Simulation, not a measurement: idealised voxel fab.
Title: Process Module voxel wiring stack
Section cut is 260 nm wide and gridded with 5 nm square cells.
Throughout this document, each cross-section is represented as a grid of square cells and is presented as a sequence of bands enumerated from the top downward, where a band comprises one or more rows of cells. Within each band entry, the heights of the top and of the bottom of the band appear first, in that order and in nm; the materials of the band then follow from left to right, each with its corresponding width in nm. The designation "edge to edge" on a single material indicates that it fills the band from edge to edge; the designation "air" indicates empty space. All heights in this document are referenced to 0, defined as the level beneath which the wafer, as received, consists entirely of one material. The lowest band is not bounded below; it extends indefinitely downward and is written in the form "0 and below". A two-number width, for instance "30 to 40", indicates that the width is equal to the first number in the top row of the band and to the second number in the bottom row, and that it changes by a constant amount per row of cells. Reading "nothing was modified" for a step: not a cell of the cross-section changed in it. The label "closed voids" introduces a list of the empty spaces, 8 cells or larger, that have no open way up to the top; each entry in it reads width x height at distance, where the distance is taken from the left edge and all three are stated in nm. Whatever follows a step's settings on its line is a remark the simulator itself makes about that step. "overlay nm" answers the question of how far to the right of plan the mask lay on a step that has a mask, and when it is negative the answer is to the left. In what follows, pairs of cross-sections are presented, each taken before and after one process step, with the after cross-section shown only down to the lowest band that was altered; the step, together with its settings, is stated below the pair. The pairs may stem from different runs of this module on the same starting wafer; accordingly, a pair should be taken as continuing from the one above it solely where its entry headed "Incoming profile" indicates as much.
### Incoming profile
    180 down to 170  Cu edge to edge
    170 down to 165  TiN 75, Cu 10, TiN 40, Cu 10, TiN 40, Cu 10, TiN 75
    165 down to 155  lowk 70, TiN 5, Cu 10, TiN 5, lowk 30, TiN 5, Cu 10, TiN 5, lowk 30, TiN 5, Cu 10, TiN 5, lowk 70
    155 down to 150  lowk 70, TiN 5, Cu 5, TiN 10, lowk 30, TiN 5, Cu 5, TiN 10, lowk 30, TiN 5, Cu 5, TiN 10, lowk 70
    150 down to 140  lowk 70, TiN 5, Cu 5, TiN 5, lowk 35, TiN 5, Cu 5, TiN 5, lowk 35, TiN 5, Cu 5, TiN 5, lowk 75
    140 down to 135  SiCN 70, TiN 15, SiCN 35, TiN 15, SiCN 35, TiN 15, SiCN 75
    135 down to 120  lowk 70, TiN 5, Ru 10, TiN 5, lowk 30, TiN 5, Ru 10, TiN 5, lowk 30, TiN 5, Ru 10, TiN 5, lowk 70
    120 down to 115  lowk 70, TiN 5, Ru 5, TiN 10, lowk 30, TiN 5, Ru 5, TiN 10, lowk 30, TiN 5, Ru 5, TiN 10, lowk 70
    115 down to 100  lowk 70, TiN 5, Ru 5, TiN 5, lowk 35, TiN 5, Ru 5, TiN 5, lowk 35, TiN 5, Ru 5, TiN 5, lowk 75
    100 down to 95  SiCN 70, TiN 15, SiCN 35, TiN 15, SiCN 35, TiN 15, SiCN 75
    95 down to 90  SiCN 65, Ru 30, SiCN 20, Ru 30, SiCN 20, Ru 30, SiCN 65
    90 down to 65  lowk 70, TiN 5, W 10, TiN 5, lowk 30, TiN 5, W 10, TiN 5, lowk 30, TiN 5, W 10, TiN 5, lowk 70
    65 down to 60  SiN 70, TiN 20, SiN 30, TiN 20, SiN 30, TiN 20, SiN 70
    60 down to 40  SiO2 70, TiN 5, Cu 5, TiN 5, SiO2 35, TiN 5, Cu 5, TiN 5, SiO2 35, TiN 5, Cu 5, TiN 5, SiO2 75
    40 down to 35  SiCN 70, TiN 15, SiCN 35, TiN 15, SiCN 35, TiN 15, SiCN 75
    35 down to 20  W 70, SiO2 20, W 30, SiO2 20, W 30, SiO2 20, W 70
    20 down to 15  TiN 70, SiO2 20, TiN 30, SiO2 20, TiN 30, SiO2 20, TiN 70
    15 down to 0  SiO2 edge to edge
    0 and below  Si edge to edge
    closed voids: none
### Cross-Section After Step
    165 down to 155  lowk 70, TiN 5, Cu 10, TiN 5, lowk 30, TiN 5, Cu 10, TiN 5, lowk 30, TiN 5, Cu 10, TiN 5, lowk 70
    Lower than 155, everything is as it was.
    closed voids: none
The structure goes from the before cross-section above to the after cross-section through CMP [height nm 165]
Incoming profile: Please consult the pair immediately above; the cross-section it shows after its step is the state before this step.
### Cross-Section After Step
    170 down to 165  SiN edge to edge
    Lower than 165, everything is as it was.
    closed voids: none
The structure goes from the before cross-section above to the after cross-section through CONFORMAL_DEP [material SiN] [thk nm 5]
